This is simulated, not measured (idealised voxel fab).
You're looking at the process module voxel ribs on slabs.
Cross-section cut spans 235 nm and uses square cells 5 nm in size.
A cross-section in this document is a grid of square cells, and it is written down as bands, the top band listed before the ones below it; a band is made up of one or more rows of cells.
The entry gives the band's vertical extent as a top height and a bottom height in nm, then its horizontal make-up as materials from left to right, each with a width in nm. "empty" stands for empty space; a single material marked "full width" fills the band edge to edge.
All heights in this document are referenced to 0, defined as the level beneath which the wafer, as received, consists entirely of one material. The lowest band is not bounded below; it extends indefinitely downward and is written in the form "0 nm and below".
Graded width ("30 to 40"): value in top row of band = first number; value in bottom row = second number; row-to-row change constant.
"no change occurred" for a step: no cell of the cross-section changed in that step.
Empty spaces without an open route to the top, at least 8 cells in extent, make up the entry "Closed internal voids"; each is given as width x height at distance, where the distance is measured from the left edge, and all are in nm.
Step line, after settings: the simulator's comment on this step.
Among the settings permitted on a step's line is "overlay nm"; applied to a step with a mask, it specifies the extent to which the mask lay to the right of its planned position, whereas a negative figure signifies a position to the left.
So here's the lineup of process steps we planned
1) RECEIVE [material Si]
2) DIRECTIONAL_DEP [material SiO2] [thk nm 30]
3) DIRECTIONAL_DEP [material SiN] [thk nm 20]
4) PATTERN [tone cover] [mask id RIB] [material resist] [width nm 25] [thk nm 20] [overlay nm 0]
5) DIRECTIONAL_ETCH [etch materials SiN] [depth nm 15]
6) STRIP [etch materials resist]
7) DIRECTIONAL_DEP [material aC] [thk nm 15]
8) PATTERN [tone cover] [mask id SLAB] [material resist] [width nm 65] [thk nm 35] [overlay nm 0]
9) DIRECTIONAL_ETCH [etch materials aC] [depth nm 15]
10) STRIP [etch materials resist]
11) DIRECTIONAL_ETCH [etch materials SiN] [depth nm 5]
12) STRIP [etch materials aC]
13) FILL_DEP [material SiO2] [thk nm 25]
14) CMP [height nm 65]
15) DIRECTIONAL_DEP [material W] [thk nm 5]
16) MASKED_ETCH [tone cover] [mask id HEATER] [width nm 35] [etch materials W] [depth nm 5] [overlay nm 0]
17) CONFORMAL_DEP [material SiO2] [thk nm 5]
Concerning the first of two wafers, which was run in accordance with the plan
This is the cross-section of the wafer as we received it, i.e. after step 1
* 0 nm and below | Si full width
* Closed internal voids: none
Sectional view: wafer, after step 2
* 30 nm to 0 nm | SiO2 full width
* Everything under 0 stays put, no change at all.
Sectional view: wafer, after step 3
* 50 nm to 30 nm | SiN full width
* Everything under 30 stays put, no change at all.
Sectional view: wafer, after step 4
* 70 nm to 50 nm | 105 of empty; 25 of resist; 105 of empty
* Everything under 50 stays put, no change at all.
Sectional view: wafer, after step 5
* 70 nm to 50 nm | 105 of empty; 25 of resist; 105 of empty
* 50 nm to 35 nm | 105 of empty; 25 of SiN; 105 of empty
* Everything under 35 stays put, no change at all.
Sectional view: wafer, after step 6
* 50 nm to 35 nm | 105 of empty; 25 of SiN; 105 of empty
* Everything under 35 stays put, no change at all.
Sectional view: wafer, after step 7
* 65 nm to 50 nm | 105 of empty; 25 of aC; 105 of empty
* 50 nm to 35 nm | 105 of aC; 25 of SiN; 105 of aC
* Everything under 35 stays put, no change at all.
Sectional view: wafer, after step 8
* 100 nm to 65 nm | 85 of empty; 65 of resist; 85 of empty
* 65 nm to 50 nm | 85 of empty; 20 of resist; 25 of aC; 20 of resist; 85 of empty
* Everything under 50 stays put, no change at all.
Sectional view: wafer, after step 9
* 85 nm to 65 nm | 85 of empty; 65 of resist; 85 of empty
* 65 nm to 50 nm | 85 of empty; 20 of resist; 25 of aC; 20 of resist; 85 of empty
* 50 nm to 35 nm | 85 of empty; 20 of aC; 25 of SiN; 20 of aC; 85 of empty
* Everything under 35 stays put, no change at all.
Sectional view: wafer, after step 10
* 65 nm to 50 nm | 105 of empty; 25 of aC; 105 of empty
* Everything under 50 stays put, no change at all.
Sectional view: wafer, after step 11
* 65 nm to 50 nm | 105 of empty; 25 of aC; 105 of empty
* 50 nm to 35 nm | 85 of empty; 20 of aC; 25 of SiN; 20 of aC; 85 of empty
* 35 nm to 30 nm | 85 of empty; 65 of SiN; 85 of empty
* Everything under 30 stays put, no change at all.
Sectional view: wafer, after step 12
* 50 nm to 35 nm | 105 of empty; 25 of SiN; 105 of empty
* Everything under 35 stays put, no change at all.
Sectional view: wafer, after step 13
* 75 nm to 50 nm | SiO2 full width
* 50 nm to 35 nm | 105 of SiO2; 25 of SiN; 105 of SiO2
* 35 nm to 30 nm | 85 of SiO2; 65 of SiN; 85 of SiO2
* Everything under 30 stays put, no change at all.
Sectional view: wafer, after step 14
* 65 nm to 50 nm | SiO2 full width
* Everything under 50 stays put, no change at all.
Sectional view: wafer, after step 15
* 70 nm to 65 nm | W full width
* Everything under 65 stays put, no change at all.
Sectional view: wafer, after step 16
* 70 nm to 65 nm | 100 of empty; 35 of W; 100 of empty
* Everything under 65 stays put, no change at all.
Sectional view: wafer, after step 17
* 75 nm to 70 nm | 95 of empty; 45 of SiO2; 95 of empty
* 70 nm to 65 nm | 100 of SiO2; 35 of W; 100 of SiO2
* Everything under 65 stays put, no change at all.
Second wafer, same starting conditions and recipe as the first, one mistake in executing it, nothing differs from the first up to and including step 5
The second wafer in cross-section, at the planned close of step 6
* 85 nm to 70 nm | 105 of empty; 25 of aC; 105 of empty
* 70 nm to 50 nm | 105 of empty; 25 of resist; 105 of empty
* 50 nm to 35 nm | 105 of aC; 25 of SiN; 105 of aC
* Everything under 35 stays put, no change at all.
The second wafer in cross-section, at the planned close of step 7
* 50 nm to 35 nm | 105 of aC; 25 of SiN; 105 of aC
* Everything under 35 stays put, no change at all.
The second wafer in cross-section, at the planned close of step 8
* 85 nm to 50 nm | 85 of empty; 65 of resist; 85 of empty
* Everything under 50 stays put, no change at all.
The second wafer in cross-section, at the planned close of step 9
* 70 nm to 50 nm | 85 of empty; 65 of resist; 85 of empty
* 50 nm to 35 nm | 85 of empty; 20 of aC; 25 of SiN; 20 of aC; 85 of empty
* Everything under 35 stays put, no change at all.
The second wafer in cross-section, at the planned close of step 10
* 50 nm to 35 nm | 85 of empty; 20 of aC; 25 of SiN; 20 of aC; 85 of empty
* Everything under 35 stays put, no change at all.
The second wafer in cross-section, at the planned close of step 11
* 50 nm to 45 nm | 85 of empty; 20 of aC; 25 of empty; 20 of aC; 85 of empty
* 45 nm to 35 nm | 85 of empty; 20 of aC; 25 of SiN; 20 of aC; 85 of empty
* 35 nm to 30 nm | 85 of empty; 65 of SiN; 85 of empty
* Everything under 30 stays put, no change at all.
The second wafer in cross-section, at the planned close of step 12
* 45 nm to 35 nm | 105 of empty; 25 of SiN; 105 of empty
* Everything under 35 stays put, no change at all.
The second wafer in cross-section, at the planned close of step 13
* 70 nm to 45 nm | SiO2 full width
* 45 nm to 35 nm | 105 of SiO2; 25 of SiN; 105 of SiO2
* 35 nm to 30 nm | 85 of SiO2; 65 of SiN; 85 of SiO2
* Everything under 30 stays put, no change at all.
The second wafer in cross-section, at the planned close of step 14
* 65 nm to 45 nm | SiO2 full width
* Everything under 45 stays put, no change at all.
The second wafer in cross-section, at the planned close of step 15
* 70 nm to 65 nm | W full width
* Everything under 65 stays put, no change at all.
The second wafer in cross-section, at the planned close of step 16
* 70 nm to 65 nm | 100 of empty; 35 of W; 100 of empty
* Everything under 65 stays put, no change at all.
The second wafer in cross-section, at the planned close of step 17
* 75 nm to 70 nm | 95 of empty; 45 of SiO2; 95 of empty
* 70 nm to 65 nm | 100 of SiO2; 35 of W; 100 of SiO2
* Everything under 65 stays put, no change at all.
Plan not followed: steps 6 and 7: order swapped relative to plan
Wrapping up, a cell-based count of both wafers puts the second over or under the first for these materials: 5 fewer of SiN; 5 more of SiO2
